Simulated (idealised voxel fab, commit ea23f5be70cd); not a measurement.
This section sets out a process module, namely voxel self aligned vias.
Pictured: cross-section cut, 145 nm wide, on a grid of 5 nm square cells.
Cross-section format: a grid of square cells, given as bands from top to bottom; each band is one or more rows of cells. Band: top and bottom heights (nm) first, top before bottom; then materials from left to right, widths in nm. "edge to edge" marks a sole material filling the band edge to edge. "empty" denotes empty space. For the purposes of this specification, 0 denotes the height below which the wafer in its as-received condition is composed wholly of one material, and the lowermost band, lacking a lower limit, extends downward without end, as expressed in "0 and below". With a width like "30..40", each row of cells in the band differs from the next by the same amount, the top row carrying the first number and the bottom row the second. "everything unchanged" -> step changed no cross-section cell. What "Voids, sealed" gives you is every empty space of 8 cells or more that is cut off from the top. Each appears as width x height at distance, with the distance taken from the left edge and width, height and distance all in nm. Heads up: the bit after the settings on a step's line is the simulator's remark on that step. overlay nm: mask right of planned place by this much (step with mask). Neg. = left.
Here's what the planned process steps look like:
1: op RECEIVE | material Si
2: op CONFORMAL_DEP | material SiO2 | thk nm 15
3: op CONFORMAL_DEP | material SiCN | thk nm 5
4: op DIRECTIONAL_DEP | material lowk | thk nm 25
5: op MASKED_ETCH | tone open | mask id LINES | width nm 25 | pitch nm 65 | etch materials lowk | depth nm 25 | overlay nm 0
6: op CONFORMAL_DEP | material TiN | thk nm 5
7: op FILL_DEP | material Ru | thk nm 5
8: op CMP | height nm 45
9: op SELECTIVE_ETCH | etch materials W Ru TiN | depth nm 10
10: op FILL_DEP | material SiN | thk nm 5
11: op CMP | height nm 45
12: op DIRECTIONAL_DEP | material lowk | thk nm 20
13: op DIRECTIONAL_DEP | material aC | thk nm 15
14: op PATTERN | tone open | mask id VIAS | material resist | width nm 45 | thk nm 35 | overlay nm 0
15: op DIRECTIONAL_ETCH | etch materials aC | depth nm 15
16: op STRIP | etch materials resist
17: op DIRECTIONAL_ETCH | etch materials lowk | depth nm 20
18: op DIRECTIONAL_ETCH | etch materials SiN | depth nm 10
19: op STRIP | etch materials aC
20: op CONFORMAL_DEP | material TiN | thk nm 5
21: op FILL_DEP | material W | thk nm 10
22: op CMP | height nm 65
23: op CONFORMAL_DEP | material SiN | thk nm 5
Cross-section of the wafer as it came to us, i.e., already through step 1:
- 0 and below  Si edge to edge
- Voids, sealed: none
Cross-sectional image of the first of two wafers at the end of the module, the run having proceeded as planned:
- 70 down to 65  SiN edge to edge
- 65 down to 50  lowk 15 nm / TiN 5 nm / W 35 nm / TiN 5 nm / lowk 85 nm
- 50 down to 45  lowk 15 nm / TiN 15 nm / W 15 nm / TiN 15 nm / lowk 85 nm
- 45 down to 40  lowk 25 nm / TiN 5 nm / W 15 nm / TiN 5 nm / lowk 40 nm / SiN 25 nm / lowk 30 nm
- 40 down to 35  lowk 25 nm / TiN 25 nm / lowk 40 nm / SiN 25 nm / lowk 30 nm
- 35 down to 25  lowk 25 nm / TiN 5 nm / Ru 15 nm / TiN 5 nm / lowk 40 nm / TiN 5 nm / Ru 15 nm / TiN 5 nm / lowk 30 nm
- 25 down to 20  lowk 25 nm / TiN 25 nm / lowk 40 nm / TiN 25 nm / lowk 30 nm
- 20 down to 15  SiCN edge to edge
- 15 down to 0  SiO2 edge to edge
- 0 and below  Si edge to edge
- Voids, sealed: none
Module end: cross-section of wafer two of two. Same start and process plan as the first wafer. One mistake during execution:
- 70 down to 65  SiN edge to edge
- 65 down to 50  W 10 nm / TiN 5 nm / lowk 45 nm / TiN 5 nm / W 80 nm
- 50 down to 45  TiN 15 nm / lowk 45 nm / TiN 35 nm / W 15 nm / TiN 35 nm
- 45 down to 40  lowk 25 nm / SiN 25 nm / lowk 40 nm / TiN 5 nm / W 15 nm / TiN 5 nm / lowk 30 nm
- 40 down to 35  lowk 25 nm / SiN 25 nm / lowk 40 nm / TiN 25 nm / lowk 30 nm
- 35 down to 25  lowk 25 nm / TiN 5 nm / Ru 15 nm / TiN 5 nm / lowk 40 nm / TiN 5 nm / Ru 15 nm / TiN 5 nm / lowk 30 nm
- 25 down to 20  lowk 25 nm / TiN 25 nm / lowk 40 nm / TiN 25 nm / lowk 30 nm
- 20 down to 15  SiCN edge to edge
- 15 down to 0  SiO2 edge to edge
- 0 and below  Si edge to edge
- Voids, sealed: none
Misprocessing identified: step 14 was processed under conditions differing from the plan, specifically as op PATTERN | tone cover | mask id VIAS | material resist | width nm 45 | thk nm 35 | overlay nm 0
Final wafer comparison in cells, second versus first, more or fewer per material: +11 TiN | +33 W | -44 lowk
